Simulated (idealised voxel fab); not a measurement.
The following process module bears the name voxel capacitor over wiring.
Square cells of 5 nm make up the cross-section cut, whose width is 240 nm.
A cross-section in this document is a grid of square cells, and it is written down as bands, the top band listed before the ones below it; a band is made up of one or more rows of cells. A band entry consists of two parts. The first gives the height of the band's top and the height of its bottom, in nm. The rest lists the band's materials from left to right, each with its width in nm. A single material labelled with the word "edge to edge" fills the band from edge to edge, and the word "blank" marks empty space. Heights are expressed relative to 0, this being the level below which the as-received wafer comprises one material exclusively. The lowest band is unbounded in the downward direction and is denoted as in "0 -> down". Read "30..40" as a graded width: first number on top, second number at the bottom, same change between each pair of neighbouring rows. The designation "left unchanged", where it is given for a processing step, indicates that no cell of the cross-section was altered in the course of that step. Heads up: "Sealed-off cavities" only lists the empty pockets with no open path to the top that are 8 cells or more, and it writes them as width x height at distance, distance from the left edge, in nm. Note: text after step settings on the step line = simulator remark on that step. Regarding "overlay nm": on a step with a mask, it is the distance the mask lay to the right of its planned place; a negative value places it to the left.
**So here's the lineup of process steps we planned**
1 RECEIVE | material Si
2 CONFORMAL_DEP | material SiO2 | thk nm 5
3 DIRECTIONAL_DEP | material TiN | thk nm 5
4 DIRECTIONAL_DEP | material Ru | thk nm 15
5 DIRECTIONAL_DEP | material aC | thk nm 15
6 PATTERN | tone cover | mask id METAL_1 | material resist | width nm 30 | pitch nm 85 | thk nm 35 | overlay nm 0
7 DIRECTIONAL_ETCH | etch materials aC | depth nm 15
8 STRIP | etch materials resist
9 DIRECTIONAL_ETCH | etch materials Ru | depth nm 15
10 DIRECTIONAL_ETCH | etch materials TiN | depth nm 5
11 STRIP | etch materials aC
12 CONFORMAL_DEP | material SiCN | thk nm 5
13 FILL_DEP | material lowk | thk nm 5
14 CMP | height nm 30
15 CONFORMAL_DEP | material SiCN | thk nm 5
16 DIRECTIONAL_DEP | material SiO2 | thk nm 20
17 MASKED_ETCH | tone open | mask id PLUG_1 | width nm 15 | etch materials SiO2 | depth nm 20 | overlay nm 0
18 MASKED_ETCH | tone open | mask id PLUG_1 | width nm 15 | etch materials SiCN | depth nm 5 | overlay nm 0
19 EPI | material Ru | thk nm 10
20 EPI | material Ru | thk nm 10
21 EPI | material Ru | thk nm 5
22 DIRECTIONAL_DEP | material TiN | thk nm 10
23 DIRECTIONAL_DEP | material Al2O3 | thk nm 5
24 DIRECTIONAL_DEP | material TiN | thk nm 10
25 DIRECTIONAL_DEP | material aC | thk nm 15
26 PATTERN | tone cover | mask id UPPER_PLATE | material resist | width nm 60 | thk nm 30 | overlay nm 0
27 DIRECTIONAL_ETCH | etch materials aC | depth nm 15
28 STRIP | etch materials resist
29 DIRECTIONAL_ETCH | etch materials TiN | depth nm 10
30 DIRECTIONAL_ETCH | etch materials Al2O3 | depth nm 5
31 STRIP | etch materials aC
32 PATTERN | tone cover | mask id LOWER_PLATE | material resist | width nm 70 | thk nm 15 | overlay nm 0
33 DIRECTIONAL_ETCH | etch materials TiN | depth nm 10
34 STRIP | etch materials resist
35 FILL_DEP | material SiO2 | thk nm 15
36 CMP | height nm 90
37 PATTERN | tone open | mask id PLUG_2 | material resist | width nm 15 | thk nm 20 | overlay nm 0
38 DIRECTIONAL_ETCH | etch materials SiO2 | depth nm 10
39 STRIP | etch materials resist
40 CONFORMAL_DEP | material TiN | thk nm 5
41 FILL_DEP | material W | thk nm 10
42 CMP | height nm 90
43 CONFORMAL_DEP | material SiN | thk nm 5
What sets these wafers apart? The thk nm at step 2. They all start alike, and the plan carries the first wafer's value.
**After step 1, as received: first of several wafers, cross-section**
  0 -> down: Si edge to edge
  Sealed-off cavities: none
**Here is how to read the rows: every wafer has a row, and it shows the wafer at the end of the module, giving for each material how many cells were gained (+) or lost (-) since the wafer was received, then listing its closed voids**
thk nm 5 | +12 Al2O3 | +36 Ru | +109 SiCN | +48 SiN | +509 SiO2 | +69 TiN | +1 W | +128 lowk | Sealed-off cavities: none
thk nm 10 | +12 Al2O3 | +51 Ru | +93 SiCN | +48 SiN | +542 SiO2 | +69 TiN | +1 W | +96 lowk | Sealed-off cavities: none
thk nm 15 | +12 Al2O3 | +39 Ru | +89 SiCN | +48 SiN | +590 SiO2 | +69 TiN | +1 W | +64 lowk | Sealed-off cavities: none
thk nm 20 | +12 Al2O3 | +27 Ru | +85 SiCN | +48 SiN | +638 SiO2 | +69 TiN | +1 W | +32 lowk | Sealed-off cavities: none
thk nm 25 | +12 Al2O3 | +15 Ru | +81 SiCN | +48 SiN | +686 SiO2 | +69 TiN | +1 W | Sealed-off cavities: none
